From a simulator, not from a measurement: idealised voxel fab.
process module | voxel self aligned contacts
cross-section cut | 250 nm wide | cells 5 nm
A cross-section is a grid of square cells, given in bands from the top down. A band is one or more rows of cells.
Each band's line starts with the height of the band's top and of its bottom, in nm. Then come its materials from left to right, each with its width in nm. One material with "throughout" fills the band from edge to edge. "air" is empty space.
Height 0 is the level under which the wafer as received is all one material. The lowest band goes on downwards, as in "0 down".
A width such as "30 to 40" changes by the same amount from each row of cells to the next, from the band's top row to its bottom row.
"no change" after a step means that no cell of the cross-section changed.
closed voids: empty space of 8 cells or more with no open way to the top, each as width x height at its distance from the left edge, in nm
after a step's settings: what the simulator itself notes on the step
overlay nm, on a step with a mask: how far to the right of its planned place the mask lay; to the left if negative
plan
1 op RECEIVE | material Si
2 op CONFORMAL_DEP | material SiO2 | thk nm 5
3 op DIRECTIONAL_DEP | material polySi | thk nm 30
4 op DIRECTIONAL_DEP | material SiN | thk nm 15
5 op PATTERN | tone cover | mask id GATE | material resist | width nm 35 | pitch nm 60 | thk nm 15 | overlay nm 0
6 op DIRECTIONAL_ETCH | etch materials SiN | depth nm 15
7 op DIRECTIONAL_ETCH | etch materials polySi | depth nm 30
8 op STRIP | etch materials resist
9 op CONFORMAL_DEP | material SiN | thk nm 5
10 op DIRECTIONAL_ETCH | etch materials SiN | depth nm 5
11 op FILL_DEP | material SiO2 | thk nm 15
12 op CMP | height nm 60
13 op PATTERN | tone open | mask id CONTACT | material resist | width nm 35 | pitch nm 60 | thk nm 15 | overlay nm 0
14 op DIRECTIONAL_ETCH | etch materials SiO2 | depth nm 60
15 op STRIP | etch materials resist
16 op CONFORMAL_DEP | material TiN | thk nm 5
17 op FILL_DEP | material Ru | thk nm 5
18 op CMP | height nm 60
19 op CONFORMAL_DEP | material SiCN | thk nm 5
as received, after step 1
  0 down: Si throughout
  closed voids: none
a wafer at the end: this start, this plan, one mistake
  65 to 60: SiCN throughout
  60 to 50: SiO2 75 | TiN 5 to 15 | Ru 30 to 5 | TiN 5 to 20 | SiO2 20 | TiN 5 to 15 | Ru 30 to 5 | TiN 5 to 20 | SiO2 75
  50 to 35: SiO2 40 | SiN 45 | TiN 5 | Ru 5 | TiN 5 | SiN 45 | TiN 5 | Ru 5 | TiN 5 | SiN 45 | SiO2 45
  35 to 5: SiO2 40 | SiN 5 | polySi 35 | SiN 5 | TiN 5 | Ru 5 | TiN 5 | SiN 5 | polySi 35 | SiN 5 | TiN 5 | Ru 5 | TiN 5 | SiN 5 | polySi 35 | SiN 5 | SiO2 45
  5 to 0: SiO2 85 | TiN 15 | SiO2 45 | TiN 15 | SiO2 90
  0 down: Si throughout
  closed voids: none
what went wrong: step 13 ran as: op PATTERN | tone open | mask id CONTACT | material resist | width nm 40 | pitch nm 60 | thk nm 15 | overlay nm 0
